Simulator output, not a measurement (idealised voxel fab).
process module | voxel spacer lines
cross-section cut | 260 nm wide | cells 5 nm
A cross-section is a grid of square cells, given in bands from the top down. A band is one or more rows of cells.
Each band's line starts with the height of the band's top and of its bottom, in nm. Then come its materials from left to right, each with its width in nm. One material with "throughout" fills the band from edge to edge. "air" is empty space.
Height 0 is the level under which the wafer as received is all one material. The lowest band goes on downwards, as in "0 down".
A width such as "30 to 40" changes by the same amount from each row of cells to the next, from the band's top row to its bottom row.
"no change" after a step means that no cell of the cross-section changed.
closed voids: empty space of 8 cells or more with no open way to the top, each as width x height at its distance from the left edge, in nm
after a step's settings: what the simulator itself notes on the step
overlay nm, on a step with a mask: how far to the right of its planned place the mask lay; to the left if negative
plan
1 op RECEIVE | material Si
2 op CONFORMAL_DEP | material Al2O3 | thk nm 5
3 op DIRECTIONAL_DEP | material SiN | thk nm 10
4 op DIRECTIONAL_DEP | material aC | thk nm 20
5 op PATTERN | tone cover | mask id MANDREL | material resist | width nm 25 | pitch nm 70 | thk nm 30 | overlay nm 0
6 op DIRECTIONAL_ETCH | etch materials aC | depth nm 20
7 op STRIP | etch materials resist
8 op CONFORMAL_DEP | material SiO2 | thk nm 10
9 op DIRECTIONAL_ETCH | etch materials SiO2 | depth nm 10
10 op STRIP | etch materials aC
11 op DIRECTIONAL_ETCH | etch materials SiN | depth nm 10
12 op STRIP | etch materials SiO2
13 op FILL_DEP | material SiO2 | thk nm 10
14 op CMP | height nm 15
as received, after step 1
  0 down: Si throughout
  closed voids: none
first wafer at the end, as planned
  15 to 5: SiO2 35 | SiN 10 | SiO2 25 | SiN 10 | SiO2 25 | SiN 10 | SiO2 25 | SiN 10 | SiO2 25 | SiN 10 | SiO2 25 | SiN 10 | SiO2 40
  5 to 0: Al2O3 throughout
  0 down: Si throughout
  closed voids: none
second wafer at the end: like start, like plan, one mistake
  15 to 5: SiO2 35 | SiN 10 | SiO2 30 | SiN 10 | SiO2 20 | SiN 10 | SiO2 30 | SiN 10 | SiO2 20 | SiN 10 | SiO2 30 | SiN 10 | SiO2 35
  5 to 0: Al2O3 throughout
  0 down: Si throughout
  closed voids: none
what went wrong: step 5 ran as: op PATTERN | tone cover | mask id MANDREL | material resist | width nm 30 | pitch nm 70 | thk nm 30 | overlay nm 0
at the end the second wafer has, in cells: as many of each material as the first, in other places
